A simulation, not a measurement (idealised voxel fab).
Name of the process module below: voxel capacitor over wiring
In the cross-section labelled cut, the width is 220 nm and each square cell is 5 nm.
Cross-section layout: square cells on a grid; listed as bands, top to bottom; a band spans one or more cell rows. This entry defines a band. It first specifies the height of the band's top and the height of its bottom in nm, and then specifies the band's materials from left to right, stating each material with its width in nm. The word "all across" identifies a single material that fills the band from edge to edge, while the word "blank" identifies empty space. Convention: height 0 is the level below which the wafer, as received, is all one material. The lowest band does not terminate at the bottom but continues downward, represented as "0 nm and below". Graded width ("30..40"): value in top row of band = first number; value in bottom row = second number; row-to-row change constant. The designation "no modifications", where it is given for a processing step, indicates that no cell of the cross-section was altered in the course of that step. For the entry "Closed internal voids", the listed items are empty spaces with no open way to the top whose size is 8 cells or more; each item follows the pattern width x height at distance, where distance is from the left edge and all three are in nm. Formally, on a step line, whatever follows the settings is a remark that the simulator itself makes on the step. The line of a step may include "overlay nm". On a step with a mask, this value is how far to the right of its planned place the mask lay. A negative value means the mask lay to the left. The remainder of this document consists of a sequence of paired cross-sections. Each pair presents the cross-section prior to one process step together with the cross-section following it, the latter being rendered only as deep as the lowest band that underwent change. The intervening step, together with its settings, is stated beneath each pair. Because the pairs may originate from different runs of this module on the same starting wafer, a given pair is to be read as continuing from the preceding pair only where its entry headed "Geometry before processing" so indicates.
## Geometry before processing
- 0 nm and below: Si all across
- Closed internal voids: none
## Resulting Cross-Section
- 10 nm to 0 nm: SiO2 all across
- Anything lower than 0 is untouched.
- Closed internal voids: none
The step carried out between the cross-section before it and the cross-section after it, both shown above, is op CONFORMAL_DEP | material SiO2 | thk nm 10
Geometry before processing: = after-state of the pair above.
## Resulting Cross-Section
- 15 nm to 10 nm: SiN all across
- Anything lower than 10 is untouched.
- Closed internal voids: none
The step carried out between the cross-section before it and the cross-section after it, both shown above, is op CONFORMAL_DEP | material SiN | thk nm 5
Geometry before processing: = after-state of the pair above.
## Resulting Cross-Section
- 30 nm to 15 nm: SiO2 all across
- Anything lower than 15 is untouched.
- Closed internal voids: none
The step carried out between the cross-section before it and the cross-section after it, both shown above, is op DIRECTIONAL_DEP | material SiO2 | thk nm 15
Geometry before processing: = after-state of the pair above.
## Resulting Cross-Section
- 50 nm to 30 nm: resist (60) / blank (20) / resist (60) / blank (20) / resist (60)
- Anything lower than 30 is untouched.
- Closed internal voids: none
The step carried out between the cross-section before it and the cross-section after it, both shown above, is op PATTERN | tone open | mask id METAL_1 | material resist | width nm 20 | pitch nm 80 | thk nm 20 | overlay nm 0
Geometry before processing: = after-state of the pair above.
## Resulting Cross-Section
- 50 nm to 30 nm: resist (60) / blank (20) / resist (60) / blank (20) / resist (60)
- 30 nm to 15 nm: SiO2 (60) / blank (20) / SiO2 (60) / blank (20) / SiO2 (60)
- Anything lower than 15 is untouched.
- Closed internal voids: none
The step carried out between the cross-section before it and the cross-section after it, both shown above, is op DIRECTIONAL_ETCH | etch materials SiO2 | depth nm 15
Geometry before processing: = after-state of the pair above.
## Resulting Cross-Section
- 50 nm to 30 nm: resist (60) / blank (20) / resist (60) / blank (20) / resist (60)
- 30 nm to 15 nm: SiO2 (60) / blank (20) / SiO2 (60) / blank (20) / SiO2 (60)
- 15 nm to 10 nm: SiN (60) / blank (20) / SiN (60) / blank (20) / SiN (60)
- Anything lower than 10 is untouched.
- Closed internal voids: none
The step carried out between the cross-section before it and the cross-section after it, both shown above, is op DIRECTIONAL_ETCH | etch materials SiN | depth nm 5
Geometry before processing: = after-state of the pair above.
## Resulting Cross-Section
- 30 nm to 15 nm: SiO2 (60) / blank (20) / SiO2 (60) / blank (20) / SiO2 (60)
- Anything lower than 15 is untouched.
- Closed internal voids: none
The step carried out between the cross-section before it and the cross-section after it, both shown above, is op STRIP | etch materials resist
Geometry before processing: = after-state of the pair above.
## Resulting Cross-Section
- 35 nm to 30 nm: TiN (65) / blank (10) / TiN (70) / blank (10) / TiN (65)
- 30 nm to 15 nm: SiO2 (60) / TiN (5) / blank (10) / TiN (5) / SiO2 (60) / TiN (5) / blank (10) / TiN (5) / SiO2 (60)
- 15 nm to 10 nm: SiN (60) / TiN (20) / SiN (60) / TiN (20) / SiN (60)
- Anything lower than 10 is untouched.
- Closed internal voids: none
The step carried out between the cross-section before it and the cross-section after it, both shown above, is op CONFORMAL_DEP | material TiN | thk nm 5
Geometry before processing: = after-state of the pair above.
## Resulting Cross-Section
- 45 nm to 35 nm: Ru all across
- 35 nm to 30 nm: TiN (65) / Ru (10) / TiN (70) / Ru (10) / TiN (65)
- 30 nm to 15 nm: SiO2 (60) / TiN (5) / Ru (10) / TiN (5) / SiO2 (60) / TiN (5) / Ru (10) / TiN (5) / SiO2 (60)
- Anything lower than 15 is untouched.
- Closed internal voids: none
The step carried out between the cross-section before it and the cross-section after it, both shown above, is op FILL_DEP | material Ru | thk nm 10
Geometry before processing: = after-state of the pair above.
## Resulting Cross-Section
- 30 nm to 15 nm: SiO2 (60) / TiN (5) / Ru (10) / TiN (5) / SiO2 (60) / TiN (5) / Ru (10) / TiN (5) / SiO2 (60)
- Anything lower than 15 is untouched.
- Closed internal voids: none
The step carried out between the cross-section before it and the cross-section after it, both shown above, is op CMP | height nm 30
Geometry before processing: = after-state of the pair above.
## Resulting Cross-Section
- 35 nm to 30 nm: blank (55) / Ru (30) / blank (50) / Ru (30) / blank (55)
- Anything lower than 30 is untouched.
- Closed internal voids: none
The step carried out between the cross-section before it and the cross-section after it, both shown above, is op EPI | material Ru | thk nm 5
Geometry before processing: = after-state of the pair above.
## Resulting Cross-Section
- 40 nm to 35 nm: SiCN all across
- 35 nm to 30 nm: SiCN (55) / Ru (30) / SiCN (50) / Ru (30) / SiCN (55)
- Anything lower than 30 is untouched.
- Closed internal voids: none
The step carried out between the cross-section before it and the cross-section after it, both shown above, is op FILL_DEP | material SiCN | thk nm 5
Geometry before processing: = after-state of the pair above.
## Resulting Cross-Section
- 60 nm to 40 nm: lowk all across
- Anything lower than 40 is untouched.
- Closed internal voids: none
The step carried out between the cross-section before it and the cross-section after it, both shown above, is op DIRECTIONAL_DEP | material lowk | thk nm 20
Geometry before processing: = after-state of the pair above.
## Resulting Cross-Section
- 70 nm to 60 nm: aC all across
- Anything lower than 60 is untouched.
- Closed internal voids: none
The step carried out between the cross-section before it and the cross-section after it, both shown above, is op DIRECTIONAL_DEP | material aC | thk nm 10
Geometry before processing: = after-state of the pair above.
## Resulting Cross-Section
- 95 nm to 70 nm: resist (65) / blank (15) / resist (140)
- Anything lower than 70 is untouched.
- Closed internal voids: none
The step carried out between the cross-section before it and the cross-section after it, both shown above, is op PATTERN | tone open | mask id PLUG_1 | material resist | width nm 15 | thk nm 25 | overlay nm 0
Geometry before processing: = after-state of the pair above.
## Resulting Cross-Section
- 85 nm to 70 nm: resist (65) / blank (15) / resist (140)
- 70 nm to 60 nm: aC (65) / blank (15) / aC (140)
- Anything lower than 60 is untouched.
- Closed internal voids: none
The step carried out between the cross-section before it and the cross-section after it, both shown above, is op DIRECTIONAL_ETCH | etch materials aC | depth nm 10
Geometry before processing: = after-state of the pair above.
## Resulting Cross-Section
- 70 nm to 60 nm: aC (65) / blank (15) / aC (140)
- Anything lower than 60 is untouched.
- Closed internal voids: none
The step carried out between the cross-section before it and the cross-section after it, both shown above, is op STRIP | etch materials resist
Geometry before processing: = after-state of the pair above.
## Resulting Cross-Section
- 70 nm to 60 nm: aC (65) / blank (15) / aC (140)
- 60 nm to 40 nm: lowk (65) / blank (15) / lowk (140)
- Anything lower than 40 is untouched.
- Closed internal voids: none
The step carried out between the cross-section before it and the cross-section after it, both shown above, is op DIRECTIONAL_ETCH | etch materials lowk | depth nm 20
Geometry before processing: = after-state of the pair above.
## Resulting Cross-Section
- 70 nm to 60 nm: aC (65) / blank (15) / aC (140)
- 60 nm to 40 nm: lowk (65) / blank (15) / lowk (140)
- 40 nm to 35 nm: SiCN (65) / blank (15) / SiCN (140)
- Anything lower than 35 is untouched.
- Closed internal voids: none
The step carried out between the cross-section before it and the cross-section after it, both shown above, is op DIRECTIONAL_ETCH | etch materials SiCN | depth nm 5
Geometry before processing: = after-state of the pair above.
## Resulting Cross-Section
- 60 nm to 40 nm: lowk (65) / blank (15) / lowk (140)
- Anything lower than 40 is untouched.
- Closed internal voids: none
The step carried out between the cross-section before it and the cross-section after it, both shown above, is op STRIP | etch materials aC
Geometry before processing: = after-state of the pair above.
## Resulting Cross-Section
- 60 nm to 45 nm: lowk (65) / blank (15) / lowk (140)
- 45 nm to 40 nm: lowk (65) / Ru (15) / lowk (140)
- 40 nm to 35 nm: SiCN (65) / Ru (15) / SiCN (140)
- Anything lower than 35 is untouched.
- Closed internal voids: none
The step carried out between the cross-section before it and the cross-section after it, both shown above, is op EPI | material Ru | thk nm 10
Geometry before processing: = after-state of the pair above.
## Resulting Cross-Section
- 60 nm to 55 nm: lowk (65) / blank (15) / lowk (140)
- 55 nm to 40 nm: lowk (65) / Ru (15) / lowk (140)
- Anything lower than 40 is untouched.
- Closed internal voids: none
The step carried out between the cross-section before it and the cross-section after it, both shown above, is op EPI | material Ru | thk nm 10
Geometry before processing: = after-state of the pair above.
## Resulting Cross-Section
- 60 nm to 40 nm: lowk (65) / Ru (15) / lowk (140)
- Anything lower than 40 is untouched.
- Closed internal voids: none
The step carried out between the cross-section before it and the cross-section after it, both shown above, is op EPI | material Ru | thk nm 5
Geometry before processing: = after-state of the pair above.
## Resulting Cross-Section
- 65 nm to 60 nm: TiN all across
- Anything lower than 60 is untouched.
- Closed internal voids: none
The step carried out between the cross-section before it and the cross-section after it, both shown above, is op DIRECTIONAL_DEP | material TiN | thk nm 5
Geometry before processing: = after-state of the pair above.
## Resulting Cross-Section
- 70 nm to 65 nm: Al2O3 all across
- Anything lower than 65 is untouched.
- Closed internal voids: none
The step carried out between the cross-section before it and the cross-section after it, both shown above, is op DIRECTIONAL_DEP | material Al2O3 | thk nm 5
Geometry before processing: = after-state of the pair above.
## Resulting Cross-Section
- 75 nm to 70 nm: TiN all across
- Anything lower than 70 is untouched.
- Closed internal voids: none
The step carried out between the cross-section before it and the cross-section after it, both shown above, is op DIRECTIONAL_DEP | material TiN | thk nm 5
Geometry before processing: = after-state of the pair above.
## Resulting Cross-Section
- 90 nm to 75 nm: aC all across
- Anything lower than 75 is untouched.
- Closed internal voids: none
The step carried out between the cross-section before it and the cross-section after it, both shown above, is op DIRECTIONAL_DEP | material aC | thk nm 15
Geometry before processing: = after-state of the pair above.
## Resulting Cross-Section
- 125 nm to 90 nm: blank (65) / resist (65) / blank (90)
- Anything lower than 90 is untouched.
- Closed internal voids: none
The step carried out between the cross-section before it and the cross-section after it, both shown above, is op PATTERN | tone cover | mask id UPPER_PLATE | material resist | width nm 65 | thk nm 35 | overlay nm 0
Geometry before processing: = after-state of the pair above.
## Resulting Cross-Section
- 110 nm to 90 nm: blank (65) / resist (65) / blank (90)
- 90 nm to 75 nm: blank (65) / aC (65) / blank (90)
- Anything lower than 75 is untouched.
- Closed internal voids: none
The step carried out between the cross-section before it and the cross-section after it, both shown above, is op DIRECTIONAL_ETCH | etch materials aC | depth nm 15
Geometry before processing: = after-state of the pair above.
## Resulting Cross-Section
- 90 nm to 75 nm: blank (65) / aC (65) / blank (90)
- Anything lower than 75 is untouched.
- Closed internal voids: none
The step carried out between the cross-section before it and the cross-section after it, both shown above, is op STRIP | etch materials resist
Geometry before processing: = after-state of the pair above.
## Resulting Cross-Section
- 90 nm to 75 nm: blank (65) / aC (65) / blank (90)
- 75 nm to 70 nm: blank (65) / TiN (65) / blank (90)
- Anything lower than 70 is untouched.
- Closed internal voids: none
The step carried out between the cross-section before it and the cross-section after it, both shown above, is op DIRECTIONAL_ETCH | etch materials TiN | depth nm 5
Geometry before processing: = after-state of the pair above.
## Resulting Cross-Section
- 90 nm to 75 nm: blank (65) / aC (65) / blank (90)
- 75 nm to 70 nm: blank (65) / TiN (65) / blank (90)
- 70 nm to 65 nm: blank (65) / Al2O3 (65) / blank (90)
- Anything lower than 65 is untouched.
- Closed internal voids: none
The step carried out between the cross-section before it and the cross-section after it, both shown above, is op DIRECTIONAL_ETCH | etch materials Al2O3 | depth nm 5
Geometry before processing: = after-state of the pair above.
## Resulting Cross-Section
- 75 nm to 70 nm: blank (65) / TiN (65) / blank (90)
- Anything lower than 70 is untouched.
- Closed internal voids: none
The step carried out between the cross-section before it and the cross-section after it, both shown above, is op STRIP | etch materials aC
Geometry before processing: = after-state of the pair above.
## Resulting Cross-Section
- 90 nm to 80 nm: blank (65) / aC (65) / blank (90)
- 80 nm to 75 nm: aC all across
- 75 nm to 70 nm: aC (65) / TiN (65) / aC (90)
- 70 nm to 65 nm: aC (65) / Al2O3 (65) / aC (90)
- Anything lower than 65 is untouched.
- Closed internal voids: none
The step carried out between the cross-section before it and the cross-section after it, both shown above, is op DIRECTIONAL_DEP | material aC | thk nm 15
Geometry before processing: = after-state of the pair above.
## Resulting Cross-Section
- 125 nm to 90 nm: blank (60) / resist (75) / blank (85)
- 90 nm to 80 nm: blank (60) / resist (5) / aC (65) / resist (5) / blank (85)
- Anything lower than 80 is untouched.
- Closed internal voids: none
The step carried out between the cross-section before it and the cross-section after it, both shown above, is op PATTERN | tone cover | mask id LOWER_PLATE | material resist | width nm 75 | thk nm 35 | overlay nm 0
Geometry before processing: = after-state of the pair above.
## Resulting Cross-Section
- 110 nm to 90 nm: blank (60) / resist (75) / blank (85)
- 90 nm to 80 nm: blank (60) / resist (5) / aC (65) / resist (5) / blank (85)
- 80 nm to 75 nm: blank (60) / aC (75) / blank (85)
- 75 nm to 70 nm: blank (60) / aC (5) / TiN (65) / aC (5) / blank (85)
- 70 nm to 65 nm: blank (60) / aC (5) / Al2O3 (65) / aC (5) / blank (85)
- Anything lower than 65 is untouched.
- Closed internal voids: none
The step carried out between the cross-section before it and the cross-section after it, both shown above, is op DIRECTIONAL_ETCH | etch materials aC | depth nm 15
Geometry before processing: = after-state of the pair above.
## Resulting Cross-Section
- 90 nm to 80 nm: blank (65) / aC (65) / blank (90)
- Anything lower than 80 is untouched.
- Closed internal voids: none
The step carried out between the cross-section before it and the cross-section after it, both shown above, is op STRIP | etch materials resist
Geometry before processing: = after-state of the pair above.
## Resulting Cross-Section
- 90 nm to 80 nm: blank (65) / aC (65) / blank (90)
- 80 nm to 75 nm: blank (60) / aC (75) / blank (85)
- 75 nm to 70 nm: blank (60) / aC (5) / TiN (65) / aC (5) / blank (85)
- 70 nm to 65 nm: blank (60) / aC (5) / Al2O3 (65) / aC (5) / blank (85)
- 65 nm to 60 nm: blank (60) / TiN (75) / blank (85)
- Anything lower than 60 is untouched.
- Closed internal voids: none
The step carried out between the cross-section before it and the cross-section after it, both shown above, is op DIRECTIONAL_ETCH | etch materials TiN | depth nm 5
Geometry before processing: = after-state of the pair above.
## Resulting Cross-Section
- 75 nm to 70 nm: blank (65) / TiN (65) / blank (90)
- 70 nm to 65 nm: blank (65) / Al2O3 (65) / blank (90)
- Anything lower than 65 is untouched.
- Closed internal voids: none
The step carried out between the cross-section before it and the cross-section after it, both shown above, is op STRIP | etch materials aC
Geometry before processing: = after-state of the pair above.
## Resulting Cross-Section
- 90 nm to 75 nm: SiO2 all across
- 75 nm to 70 nm: SiO2 (65) / TiN (65) / SiO2 (90)
- 70 nm to 65 nm: SiO2 (65) / Al2O3 (65) / SiO2 (90)
- 65 nm to 60 nm: SiO2 (60) / TiN (75) / SiO2 (85)
- Anything lower than 60 is untouched.
- Closed internal voids: none
The step carried out between the cross-section before it and the cross-section after it, both shown above, is op FILL_DEP | material SiO2 | thk nm 15
Geometry before processing: = after-state of the pair above.
## Resulting Cross-Section
- 85 nm to 75 nm: SiO2 all across
- Anything lower than 75 is untouched.
- Closed internal voids: none
The step carried out between the cross-section before it and the cross-section after it, both shown above, is op CMP | height nm 85
Geometry before processing: = after-state of the pair above.
## Resulting Cross-Section
- 100 nm to 85 nm: resist (75) / blank (15) / resist (130)
- Anything lower than 85 is untouched.
- Closed internal voids: none
The step carried out between the cross-section before it and the cross-section after it, both shown above, is op PATTERN | tone open | mask id PLUG_2 | material resist | width nm 15 | thk nm 15 | overlay nm 0
Geometry before processing: = after-state of the pair above.
## Resulting Cross-Section
- 100 nm to 85 nm: resist (75) / blank (15) / resist (130)
- 85 nm to 75 nm: SiO2 (75) / blank (15) / SiO2 (130)
- Anything lower than 75 is untouched.
- Closed internal voids: none
The step carried out between the cross-section before it and the cross-section after it, both shown above, is op DIRECTIONAL_ETCH | etch materials SiO2 | depth nm 10
Geometry before processing: = after-state of the pair above.
## Resulting Cross-Section
- 85 nm to 75 nm: SiO2 (75) / blank (15) / SiO2 (130)
- Anything lower than 75 is untouched.
- Closed internal voids: none
The step carried out between the cross-section before it and the cross-section after it, both shown above, is op STRIP | etch materials resist
Geometry before processing: = after-state of the pair above.
## Resulting Cross-Section
- 90 nm to 85 nm: TiN (80) / blank (5) / TiN (135)
- 85 nm to 80 nm: SiO2 (75) / TiN (5) / blank (5) / TiN (5) / SiO2 (130)
- 80 nm to 70 nm: SiO2 (75..65) / TiN (15..65) / SiO2 (130..90)
- Anything lower than 70 is untouched.
- Closed internal voids: none
The step carried out between the cross-section before it and the cross-section after it, both shown above, is op CONFORMAL_DEP | material TiN | thk nm 5
Geometry before processing: = after-state of the pair above.
## Resulting Cross-Section
- 100 nm to 90 nm: Cu all across
- 90 nm to 85 nm: TiN (80) / Cu (5) / TiN (135)
- 85 nm to 80 nm: SiO2 (75) / TiN (5) / Cu (5) / TiN (5) / SiO2 (130)
- Anything lower than 80 is untouched.
- Closed internal voids: none
The step carried out between the cross-section before it and the cross-section after it, both shown above, is op FILL_DEP | material Cu | thk nm 10
Geometry before processing: = after-state of the pair above.
## Resulting Cross-Section
- 85 nm to 80 nm: SiO2 (75) / TiN (5) / Cu (5) / TiN (5) / SiO2 (130)
- Anything lower than 80 is untouched.
- Closed internal voids: none
The step carried out between the cross-section before it and the cross-section after it, both shown above, is op CMP | height nm 85
Geometry before processing: = after-state of the pair above.
## Resulting Cross-Section
- 90 nm to 85 nm: SiN all across
- Anything lower than 85 is untouched.
- Closed internal voids: none
The step carried out between the cross-section before it and the cross-section after it, both shown above, is op CONFORMAL_DEP | material SiN | thk nm 5
## Geometry before processing
- 100 nm to 90 nm: Cu all across
- 90 nm to 85 nm: TiN (80) / Cu (5) / TiN (135)
- 85 nm to 80 nm: SiO2 (75) / TiN (5) / Cu (5) / TiN (5) / SiO2 (130)
- 80 nm to 70 nm: SiO2 (75..65) / TiN (15..65) / SiO2 (130..90)
- 70 nm to 65 nm: SiO2 (65) / Al2O3 (65) / SiO2 (90)
- 65 nm to 60 nm: SiO2 (60) / TiN (75) / SiO2 (85)
- 60 nm to 40 nm: lowk (65) / Ru (15) / lowk (140)
- 40 nm to 35 nm: SiCN (65) / Ru (15) / SiCN (140)
- 35 nm to 30 nm: SiCN (55) / Ru (30) / SiCN (50) / Ru (30) / SiCN (55)
- 30 nm to 15 nm: SiO2 (60) / TiN (5) / Ru (10) / TiN (5) / SiO2 (60) / TiN (5) / Ru (10) / TiN (5) / SiO2 (60)
- 15 nm to 10 nm: SiN (60) / TiN (20) / SiN (60) / TiN (20) / SiN (60)
- 10 nm to 0 nm: SiO2 all across
- 0 nm and below: Si all across
- Closed internal voids: none
## Resulting Cross-Section
- 105 nm to 100 nm: SiN all across
- Anything lower than 100 is untouched.
- Closed internal voids: none
The step carried out between the cross-section before it and the cross-section after it, both shown above, is op CONFORMAL_DEP | material SiN | thk nm 5
## Geometry before processing
- 60 nm to 55 nm: lowk (65) / blank (15) / lowk (140)
- 55 nm to 40 nm: lowk (65) / Ru (15) / lowk (140)
- 40 nm to 35 nm: SiCN (65) / Ru (15) / SiCN (140)
- 35 nm to 30 nm: SiCN (55) / Ru (30) / SiCN (50) / Ru (30) / SiCN (55)
- 30 nm to 15 nm: SiO2 (60) / TiN (5) / Ru (10) / TiN (5) / SiO2 (60) / TiN (5) / Ru (10) / TiN (5) / SiO2 (60)
- 15 nm to 10 nm: SiN (60) / TiN (20) / SiN (60) / TiN (20) / SiN (60)
- 10 nm to 0 nm: SiO2 all across
- 0 nm and below: Si all across
- Closed internal voids: none
## Resulting Cross-Section
- 65 nm to 60 nm: blank (60) / Ru (25) / blank (135)
- 60 nm to 40 nm: lowk (65) / Ru (15) / lowk (140)
- Anything lower than 40 is untouched.
- Closed internal voids: none
The step carried out between the cross-section before it and the cross-section after it, both shown above, is op EPI | material Ru | thk nm 10
Geometry before processing: = after-state of the pair above.
## Resulting Cross-Section
- 70 nm to 60 nm: blank (55) / Ru (35) / blank (130)
- Anything lower than 60 is untouched.
- Closed internal voids: none
The step carried out between the cross-section before it and the cross-section after it, both shown above, is op EPI | material Ru | thk nm 5
Geometry before processing: = after-state of the pair above.
## Resulting Cross-Section
- 75 nm to 70 nm: blank (55) / TiN (35) / blank (130)
- 70 nm to 65 nm: blank (55) / Ru (35) / blank (130)
- 65 nm to 60 nm: TiN (55) / Ru (35) / TiN (130)
- Anything lower than 60 is untouched.
- Closed internal voids: none
The step carried out between the cross-section before it and the cross-section after it, both shown above, is op DIRECTIONAL_DEP | material TiN | thk nm 5
Geometry before processing: = after-state of the pair above.
## Resulting Cross-Section
- 80 nm to 75 nm: blank (55) / Al2O3 (35) / blank (130)
- 75 nm to 70 nm: blank (55) / TiN (35) / blank (130)
- 70 nm to 65 nm: Al2O3 (55) / Ru (35) / Al2O3 (130)
- Anything lower than 65 is untouched.
- Closed internal voids: none
The step carried out between the cross-section before it and the cross-section after it, both shown above, is op DIRECTIONAL_DEP | material Al2O3 | thk nm 5
Geometry before processing: = after-state of the pair above.
## Resulting Cross-Section
- 85 nm to 80 nm: blank (55) / TiN (35) / blank (130)
- 80 nm to 75 nm: blank (55) / Al2O3 (35) / blank (130)
- 75 nm to 70 nm: TiN all across
- Anything lower than 70 is untouched.
- Closed internal voids: none
The step carried out between the cross-section before it and the cross-section after it, both shown above, is op DIRECTIONAL_DEP | material TiN | thk nm 5
Geometry before processing: = after-state of the pair above.
## Resulting Cross-Section
- 100 nm to 90 nm: blank (55) / aC (35) / blank (130)
- 90 nm to 85 nm: aC all across
- 85 nm to 80 nm: aC (55) / TiN (35) / aC (130)
- 80 nm to 75 nm: aC (55) / Al2O3 (35) / aC (130)
- Anything lower than 75 is untouched.
- Closed internal voids: none
The step carried out between the cross-section before it and the cross-section after it, both shown above, is op DIRECTIONAL_DEP | material aC | thk nm 15
Geometry before processing: = after-state of the pair above.
## Resulting Cross-Section
- 135 nm to 100 nm: blank (65) / resist (65) / blank (90)
- 100 nm to 90 nm: blank (55) / aC (35) / resist (40) / blank (90)
- Anything lower than 90 is untouched.
- Closed internal voids: none
The step carried out between the cross-section before it and the cross-section after it, both shown above, is op PATTERN | tone cover | mask id UPPER_PLATE | material resist | width nm 65 | thk nm 35 | overlay nm 0
Geometry before processing: = after-state of the pair above.
## Resulting Cross-Section
- 120 nm to 100 nm: blank (65) / resist (65) / blank (90)
- 100 nm to 90 nm: blank (65) / aC (25) / resist (40) / blank (90)
- 90 nm to 85 nm: blank (65) / aC (65) / blank (90)
- 85 nm to 80 nm: blank (55) / TiN (35) / aC (40) / blank (90)
- 80 nm to 75 nm: blank (55) / Al2O3 (35) / aC (40) / blank (90)
- Anything lower than 75 is untouched.
- Closed internal voids: none
The step carried out between the cross-section before it and the cross-section after it, both shown above, is op DIRECTIONAL_ETCH | etch materials aC | depth nm 15
Geometry before processing: = after-state of the pair above.
## Resulting Cross-Section
- 100 nm to 90 nm: blank (65) / aC (25) / blank (130)
- Anything lower than 90 is untouched.
- Closed internal voids: none
The step carried out between the cross-section before it and the cross-section after it, both shown above, is op STRIP | etch materials resist
Geometry before processing: = after-state of the pair above.
## Resulting Cross-Section
- 100 nm to 90 nm: blank (65) / aC (25) / blank (130)
- 90 nm to 85 nm: blank (65) / aC (65) / blank (90)
- 85 nm to 80 nm: blank (65) / TiN (25) / aC (40) / blank (90)
- 80 nm to 75 nm: blank (55) / Al2O3 (35) / aC (40) / blank (90)
- 75 nm to 70 nm: blank (55) / TiN (75) / blank (90)
- Anything lower than 70 is untouched.
- Closed internal voids: none
The step carried out between the cross-section before it and the cross-section after it, both shown above, is op DIRECTIONAL_ETCH | etch materials TiN | depth nm 5
Geometry before processing: = after-state of the pair above.
## Resulting Cross-Section
- 100 nm to 90 nm: blank (65) / aC (25) / blank (130)
- 90 nm to 85 nm: blank (65) / aC (65) / blank (90)
- 85 nm to 80 nm: blank (65) / TiN (25) / aC (40) / blank (90)
- 80 nm to 75 nm: blank (65) / Al2O3 (25) / aC (40) / blank (90)
- 75 nm to 70 nm: blank (55) / TiN (75) / blank (90)
- 70 nm to 65 nm: blank (55) / Ru (35) / Al2O3 (40) / blank (90)
- Anything lower than 65 is untouched.
- Closed internal voids: none
The step carried out between the cross-section before it and the cross-section after it, both shown above, is op DIRECTIONAL_ETCH | etch materials Al2O3 | depth nm 5
Geometry before processing: = after-state of the pair above.
## Resulting Cross-Section
- 85 nm to 80 nm: blank (65) / TiN (25) / blank (130)
- 80 nm to 75 nm: blank (65) / Al2O3 (25) / blank (130)
- Anything lower than 75 is untouched.
- Closed internal voids: none
The step carried out between the cross-section before it and the cross-section after it, both shown above, is op STRIP | etch materials aC
Geometry before processing: = after-state of the pair above.
## Resulting Cross-Section
- 100 nm to 90 nm: blank (65) / aC (25) / blank (130)
- 90 nm to 85 nm: blank (55) / aC (75) / blank (90)
- 85 nm to 80 nm: blank (55) / aC (10) / TiN (25) / aC (40) / blank (90)
- 80 nm to 75 nm: aC (65) / Al2O3 (25) / aC (130)
- 75 nm to 70 nm: aC (55) / TiN (75) / aC (90)
- 70 nm to 65 nm: aC (55) / Ru (35) / Al2O3 (40) / aC (90)
- Anything lower than 65 is untouched.
- Closed internal voids: none
The step carried out between the cross-section before it and the cross-section after it, both shown above, is op DIRECTIONAL_DEP | material aC | thk nm 15
Geometry before processing: = after-state of the pair above.
## Resulting Cross-Section
- 135 nm to 100 nm: blank (60) / resist (75) / blank (85)
- 100 nm to 90 nm: blank (60) / resist (5) / aC (25) / resist (45) / blank (85)
- 90 nm to 85 nm: blank (55) / aC (75) / resist (5) / blank (85)
- 85 nm to 80 nm: blank (55) / aC (10) / TiN (25) / aC (40) / resist (5) / blank (85)
- Anything lower than 80 is untouched.
- Closed internal voids: none
The step carried out between the cross-section before it and the cross-section after it, both shown above, is op PATTERN | tone cover | mask id LOWER_PLATE | material resist | width nm 75 | thk nm 35 | overlay nm 0
Geometry before processing: = after-state of the pair above.
## Resulting Cross-Section
- 120 nm to 100 nm: blank (60) / resist (75) / blank (85)
- 100 nm to 90 nm: blank (60) / resist (5) / aC (25) / resist (45) / blank (85)
- 90 nm to 85 nm: blank (60) / aC (70) / resist (5) / blank (85)
- 85 nm to 80 nm: blank (60) / aC (5) / TiN (25) / aC (40) / resist (5) / blank (85)
- 80 nm to 75 nm: blank (60) / aC (5) / Al2O3 (25) / aC (45) / blank (85)
- 75 nm to 70 nm: blank (55) / TiN (75) / aC (5) / blank (85)
- 70 nm to 65 nm: blank (55) / Ru (35) / Al2O3 (40) / aC (5) / blank (85)
- Anything lower than 65 is untouched.
- Closed internal voids: none
The step carried out between the cross-section before it and the cross-section after it, both shown above, is op DIRECTIONAL_ETCH | etch materials aC | depth nm 15
Geometry before processing: = after-state of the pair above.
## Resulting Cross-Section
- 100 nm to 90 nm: blank (65) / aC (25) / blank (130)
- 90 nm to 85 nm: blank (60) / aC (70) / blank (90)
- 85 nm to 80 nm: blank (60) / aC (5) / TiN (25) / aC (40) / blank (90)
- Anything lower than 80 is untouched.
- Closed internal voids: none
The step carried out between the cross-section before it and the cross-section after it, both shown above, is op STRIP | etch materials resist
Geometry before processing: = after-state of the pair above.
## Resulting Cross-Section
- 100 nm to 90 nm: blank (65) / aC (25) / blank (130)
- 90 nm to 85 nm: blank (60) / aC (70) / blank (90)
- 85 nm to 80 nm: blank (60) / aC (5) / TiN (25) / aC (40) / blank (90)
- 80 nm to 75 nm: blank (60) / aC (5) / Al2O3 (25) / aC (45) / blank (85)
- 75 nm to 70 nm: blank (60) / TiN (70) / aC (5) / blank (85)
- 70 nm to 65 nm: blank (55) / Ru (35) / Al2O3 (40) / aC (5) / blank (85)
- 65 nm to 60 nm: blank (55) / Ru (35) / TiN (45) / blank (85)
- Anything lower than 60 is untouched.
- Closed internal voids: none
The step carried out between the cross-section before it and the cross-section after it, both shown above, is op DIRECTIONAL_ETCH | etch materials TiN | depth nm 5
Geometry before processing: = after-state of the pair above.
## Resulting Cross-Section
- 85 nm to 80 nm: blank (65) / TiN (25) / blank (130)
- 80 nm to 75 nm: blank (65) / Al2O3 (25) / blank (130)
- 75 nm to 70 nm: blank (60) / TiN (70) / blank (90)
- 70 nm to 65 nm: blank (55) / Ru (35) / Al2O3 (40) / blank (90)
- Anything lower than 65 is untouched.
- Closed internal voids: none
The step carried out between the cross-section before it and the cross-section after it, both shown above, is op STRIP | etch materials aC
Geometry before processing: = after-state of the pair above.
## Resulting Cross-Section
- 100 nm to 85 nm: SiO2 all across
- 85 nm to 80 nm: SiO2 (65) / TiN (25) / SiO2 (130)
- 80 nm to 75 nm: SiO2 (65) / Al2O3 (25) / SiO2 (130)
- 75 nm to 70 nm: SiO2 (60) / TiN (70) / SiO2 (90)
- 70 nm to 65 nm: SiO2 (55) / Ru (35) / Al2O3 (40) / SiO2 (90)
- 65 nm to 60 nm: SiO2 (55) / Ru (35) / TiN (45) / SiO2 (85)
- Anything lower than 60 is untouched.
- Closed internal voids: none
The step carried out between the cross-section before it and the cross-section after it, both shown above, is op FILL_DEP | material SiO2 | thk nm 15
Geometry before processing: = after-state of the pair above.
## Resulting Cross-Section
- 85 nm to 80 nm: SiO2 (65) / TiN (25) / SiO2 (130)
- Anything lower than 80 is untouched.
- Closed internal voids: none
The step carried out between the cross-section before it and the cross-section after it, both shown above, is op CMP | height nm 85
Geometry before processing: = after-state of the pair above.
## Resulting Cross-Section
- 100 nm to 85 nm: resist (75) / blank (15) / resist (130)
- Anything lower than 85 is untouched.
- Closed internal voids: none
The step carried out between the cross-section before it and the cross-section after it, both shown above, is op PATTERN | tone open | mask id PLUG_2 | material resist | width nm 15 | thk nm 15 | overlay nm 0
